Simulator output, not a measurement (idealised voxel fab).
process module | voxel capacitor over wiring
cross-section cut | 160 nm wide | cells 5 nm
A cross-section is a grid of square cells, given in bands from the top down. A band is one or more rows of cells.
Each band's line starts with the height of the band's top and of its bottom, in nm. Then come its materials from left to right, each with its width in nm. One material with "throughout" fills the band from edge to edge. "air" is empty space.
Height 0 is the level under which the wafer as received is all one material. The lowest band goes on downwards, as in "0 down".
A width such as "30 to 40" changes by the same amount from each row of cells to the next, from the band's top row to its bottom row.
"no change" after a step means that no cell of the cross-section changed.
closed voids: empty space of 8 cells or more with no open way to the top, each as width x height at its distance from the left edge, in nm
after a step's settings: what the simulator itself notes on the step
overlay nm, on a step with a mask: how far to the right of its planned place the mask lay; to the left if negative
plan
1 op RECEIVE | material Si
2 op CONFORMAL_DEP | material SiO2 | thk nm 15
3 op CONFORMAL_DEP | material SiN | thk nm 5
4 op DIRECTIONAL_DEP | material lowk | thk nm 20
5 op DIRECTIONAL_DEP | material aC | thk nm 10
6 op PATTERN | tone open | mask id METAL_1 | material resist | width nm 30 | pitch nm 95 | thk nm 30 | overlay nm 0
7 op DIRECTIONAL_ETCH | etch materials aC | depth nm 10
8 op STRIP | etch materials resist
9 op DIRECTIONAL_ETCH | etch materials lowk | depth nm 20
10 op DIRECTIONAL_ETCH | etch materials SiN | depth nm 5
11 op STRIP | etch materials aC
12 op CONFORMAL_DEP | material TiN | thk nm 5
13 op FILL_DEP | material W | thk nm 10
14 op CMP | height nm 40
15 op CONFORMAL_DEP | material SiCN | thk nm 5
16 op DIRECTIONAL_DEP | material SiO2 | thk nm 10
17 op DIRECTIONAL_DEP | material aC | thk nm 15
18 op PATTERN | tone open | mask id PLUG_1 | material resist | width nm 15 | thk nm 35 | overlay nm 0
19 op DIRECTIONAL_ETCH | etch materials aC | depth nm 15
20 op STRIP | etch materials resist
21 op DIRECTIONAL_ETCH | etch materials SiO2 | depth nm 10
22 op DIRECTIONAL_ETCH | etch materials SiCN | depth nm 5
23 op STRIP | etch materials aC
24 op CONFORMAL_DEP | material TiN | thk nm 5
25 op FILL_DEP | material W | thk nm 5
26 op CMP | height nm 55
27 op DIRECTIONAL_DEP | material TiN | thk nm 5
28 op DIRECTIONAL_DEP | material HfO2 | thk nm 5
29 op DIRECTIONAL_DEP | material TiN | thk nm 10
30 op PATTERN | tone cover | mask id UPPER_PLATE | material resist | width nm 70 | thk nm 15 | overlay nm 0
31 op DIRECTIONAL_ETCH | etch materials TiN | depth nm 10
32 op DIRECTIONAL_ETCH | etch materials HfO2 | depth nm 5
33 op STRIP | etch materials resist
34 op DIRECTIONAL_DEP | material aC | thk nm 10
35 op PATTERN | tone cover | mask id LOWER_PLATE | material resist | width nm 80 | thk nm 30 | overlay nm 0
36 op DIRECTIONAL_ETCH | etch materials aC | depth nm 10
37 op STRIP | etch materials resist
38 op DIRECTIONAL_ETCH | etch materials TiN | depth nm 5
39 op STRIP | etch materials aC
40 op FILL_DEP | material SiO2 | thk nm 15
41 op CMP | height nm 85
42 op DIRECTIONAL_DEP | material aC | thk nm 15
43 op PATTERN | tone open | mask id PLUG_2 | material resist | width nm 15 | thk nm 35 | overlay nm 0
44 op DIRECTIONAL_ETCH | etch materials aC | depth nm 15
45 op STRIP | etch materials resist
46 op DIRECTIONAL_ETCH | etch materials SiO2 | depth nm 10
47 op STRIP | etch materials aC
48 op CONFORMAL_DEP | material TiN | thk nm 5
49 op FILL_DEP | material Cu | thk nm 10
50 op CMP | height nm 85
51 op CONFORMAL_DEP | material SiCN | thk nm 5
as received, after step 1
  0 down: Si throughout
  closed voids: none
a wafer at the end: this start, this plan, one mistake
  90 to 85: SiCN throughout
  85 to 80: SiO2 40 | TiN 5 | Cu 5 | TiN 5 | SiO2 105
  80 to 75: SiO2 40 | TiN 15 | SiO2 105
  75 to 65: SiO2 35 | TiN 65 | SiO2 60
  65 to 60: SiO2 35 | HfO2 65 | SiO2 60
  60 to 55: SiO2 25 | TiN 80 | SiO2 55
  55 to 45: SiO2 30 | TiN 5 | W 5 | TiN 5 | SiO2 115
  45 to 40: SiCN 30 | TiN 15 | SiCN 115
  40 to 20: lowk 15 | TiN 5 | W 20 | TiN 5 | lowk 65 | TiN 5 | W 20 | TiN 5 | lowk 20
  20 to 15: SiN 15 | TiN 30 | SiN 65 | TiN 30 | SiN 20
  15 to 0: SiO2 throughout
  0 down: Si throughout
  closed voids: none
what went wrong: step 30 ran as: op PATTERN | tone cover | mask id UPPER_PLATE | material resist | width nm 65 | thk nm 15 | overlay nm 0
